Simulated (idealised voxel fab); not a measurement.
process module | voxel transistor to metal
cross-section cut | 300 nm wide | cells 5 nm
A cross-section is a grid of square cells, given in bands from the top down. A band is one or more rows of cells.
Each band's line starts with the height of the band's top and of its bottom, in nm. Then come its materials from left to right, each with its width in nm. One material with "throughout" fills the band from edge to edge. "air" is empty space.
Height 0 is the level under which the wafer as received is all one material. The lowest band goes on downwards, as in "0 down".
A width such as "30 to 40" changes by the same amount from each row of cells to the next, from the band's top row to its bottom row.
"no change" after a step means that no cell of the cross-section changed.
closed voids: empty space of 8 cells or more with no open way to the top, each as width x height at its distance from the left edge, in nm
after a step's settings: what the simulator itself notes on the step
overlay nm, on a step with a mask: how far to the right of its planned place the mask lay; to the left if negative
plan
1 op RECEIVE | material Si
2 op CONFORMAL_DEP | material SiO2 | thk nm 5
3 op CONFORMAL_DEP | material SiN | thk nm 10
4 op DIRECTIONAL_DEP | material aC | thk nm 15
5 op PATTERN | tone cover | mask id ACTIVE | material resist | width nm 120 | pitch nm 140 | thk nm 30 | overlay nm 0
6 op DIRECTIONAL_ETCH | etch materials aC | depth nm 15
7 op STRIP | etch materials resist
8 op DIRECTIONAL_ETCH | etch materials SiN | depth nm 10
9 op DIRECTIONAL_ETCH | etch materials SiO2 | depth nm 5
10 op DIRECTIONAL_ETCH | etch materials Si | depth nm 20
11 op STRIP | etch materials aC
12 op OXIDIZE | depth nm 5
13 op FILL_DEP | material SiO2 | thk nm 10
14 op CMP | height nm 15
15 op SELECTIVE_ETCH | etch materials SiO2 | depth nm 10
16 op STRIP | etch materials SiN
17 op SELECTIVE_ETCH | etch materials SiO2 | depth nm 5
18 op OXIDIZE | depth nm 5
19 op DIRECTIONAL_DEP | material polySi | thk nm 25
20 op DIRECTIONAL_DEP | material SiCN | thk nm 15
21 op PATTERN | tone cover | mask id GATE | material resist | width nm 30 | pitch nm 140 | thk nm 15 | overlay nm 0
22 op DIRECTIONAL_ETCH | etch materials SiCN | depth nm 25
23 op DIRECTIONAL_ETCH | etch materials polySi | depth nm 35
24 op STRIP | etch materials resist
25 op CONFORMAL_DEP | material SiN | thk nm 5
26 op DIRECTIONAL_ETCH | etch materials SiN | depth nm 5
27 op DIRECTIONAL_ETCH | etch materials SiO2 | depth nm 5
28 op DIRECTIONAL_ETCH | etch materials Si | depth nm 5
29 op EPI | material nSi | thk nm 10
30 op FILL_DEP | material SiO2 | thk nm 10
31 op CMP | height nm 25
32 op STRIP | etch materials polySi
33 op SELECTIVE_ETCH | etch materials SiO2 | depth nm 5
34 op CONFORMAL_DEP | material HfO2 | thk nm 5
35 op CONFORMAL_DEP | material TiN | thk nm 5
36 op FILL_DEP | material W | thk nm 10
37 op CMP | height nm 20
38 op DIRECTIONAL_DEP | material SiO2 | thk nm 10
39 op DIRECTIONAL_DEP | material aC | thk nm 10
40 op PATTERN | tone open | mask id CONTACT | material resist | width nm 20 | thk nm 30 | overlay nm 0
41 op DIRECTIONAL_ETCH | etch materials aC | depth nm 10
42 op STRIP | etch materials resist
43 op DIRECTIONAL_ETCH | etch materials SiO2 | depth nm 30
44 op STRIP | etch materials aC
45 op CONFORMAL_DEP | material TiN | thk nm 5
46 op FILL_DEP | material W | thk nm 10
47 op CMP | height nm 30
48 op CONFORMAL_DEP | material SiN | thk nm 5
49 op DIRECTIONAL_DEP | material SiO2 | thk nm 15
50 op PATTERN | tone open | mask id METAL_1 | material resist | width nm 20 | thk nm 15 | overlay nm 0
51 op DIRECTIONAL_ETCH | etch materials SiO2 | depth nm 15
52 op DIRECTIONAL_ETCH | etch materials SiN | depth nm 5
53 op STRIP | etch materials resist
54 op CONFORMAL_DEP | material TiN | thk nm 5
55 op FILL_DEP | material Ru | thk nm 5
56 op CMP | height nm 50
57 op EPI | material Ru | thk nm 5
58 op FILL_DEP | material SiCN | thk nm 5
59 op DIRECTIONAL_DEP | material SiO2 | thk nm 30
60 op DIRECTIONAL_DEP | material aC | thk nm 10
61 op PATTERN | tone open | mask id METAL_2 | material resist | width nm 20 | pitch nm 140 | thk nm 30 | overlay nm 0
62 op DIRECTIONAL_ETCH | etch materials aC | depth nm 10
63 op STRIP | etch materials resist
64 op DIRECTIONAL_ETCH | etch materials SiO2 | depth nm 15
65 op STRIP | etch materials aC
66 op MASKED_ETCH | tone open | mask id METAL_2_HOLES | width nm 15 | pitch nm 140 | etch materials SiO2 | depth nm 15 | overlay nm 0
67 op MASKED_ETCH | tone open | mask id METAL_2_HOLES | width nm 15 | pitch nm 140 | etch materials SiCN | depth nm 5 | overlay nm 0
68 op CONFORMAL_DEP | material TiN | thk nm 5
69 op FILL_DEP | material Cu | thk nm 5
70 op CMP | height nm 90
71 op CONFORMAL_DEP | material SiN | thk nm 5
as received, after step 1
  0 down: Si throughout
  closed voids: none
a wafer at the end: this start, this plan, one mistake
  95 to 90: SiN throughout
  90 to 80: SiO2 30 | TiN 5 | Cu 10 | TiN 5 | SiO2 120 | TiN 5 | Cu 10 | TiN 5 | SiO2 110
  80 to 75: SiO2 30 | TiN 5 | Cu 5 | TiN 10 | SiO2 120 | TiN 5 | Cu 5 | TiN 10 | SiO2 110
  75 to 60: SiO2 30 | TiN 5 | Cu 5 | TiN 5 | SiO2 125 | TiN 5 | Cu 5 | TiN 5 | SiO2 115
  60 to 55: SiCN 30 | TiN 15 | SiCN 125 | TiN 15 | SiCN 115
  55 to 50: SiCN 25 | Ru 30 | SiCN 50 | Ru 30 | SiCN 30 | Ru 30 | SiCN 50 | Ru 30 | SiCN 25
  50 to 35: SiO2 30 | TiN 5 | Ru 10 | TiN 5 | SiO2 60 | TiN 5 | Ru 10 | TiN 5 | SiO2 40 | TiN 5 | Ru 10 | TiN 5 | SiO2 60 | TiN 5 | Ru 10 | TiN 5 | SiO2 30
  35 to 30: SiN 30 | TiN 20 | SiN 60 | TiN 20 | SiN 40 | TiN 20 | SiN 60 | TiN 20 | SiN 30
  30 to 20: SiO2 30 | TiN 5 | W 10 | TiN 5 | SiO2 60 | TiN 5 | W 10 | TiN 5 | SiO2 40 | TiN 5 | W 10 | TiN 5 | SiO2 60 | TiN 5 | W 10 | TiN 5 | SiO2 30
  20 to 10: SiO2 30 | TiN 5 | W 10 | TiN 5 | SiO2 10 | SiN 5 | HfO2 5 | TiN 5 | W 10 | TiN 5 | HfO2 5 | SiN 5 | SiO2 10 | TiN 5 | W 10 | TiN 5 | SiO2 40 | TiN 5 | W 10 | TiN 5 | SiO2 10 | SiN 5 | HfO2 5 | TiN 5 | W 10 | TiN 5 | HfO2 5 | SiN 5 | SiO2 10 | TiN 5 | W 10 | TiN 5 | SiO2 30
  10 to 5: SiO2 30 | TiN 20 | nSi 10 | SiN 5 | HfO2 5 | TiN 20 | HfO2 5 | SiN 5 | nSi 10 | TiN 20 | SiO2 40 | TiN 20 | nSi 10 | SiN 5 | HfO2 5 | TiN 20 | HfO2 5 | SiN 5 | nSi 10 | TiN 20 | SiO2 30
  5 to 0: SiO2 20 | SiN 5 | nSi 35 | HfO2 40 | nSi 35 | SiN 5 | SiO2 20 | SiN 5 | nSi 35 | HfO2 40 | nSi 35 | SiN 5 | SiO2 20
  0 to -5: SiO2 25 | nSi 35 | Si 40 | nSi 35 | SiO2 30 | nSi 35 | Si 40 | nSi 35 | SiO2 25
  -5 to -25: SiO2 25 | Si 110 | SiO2 30 | Si 110 | SiO2 25
  -25 down: Si throughout
  closed voids: none
what went wrong: steps 16 and 17 were swapped
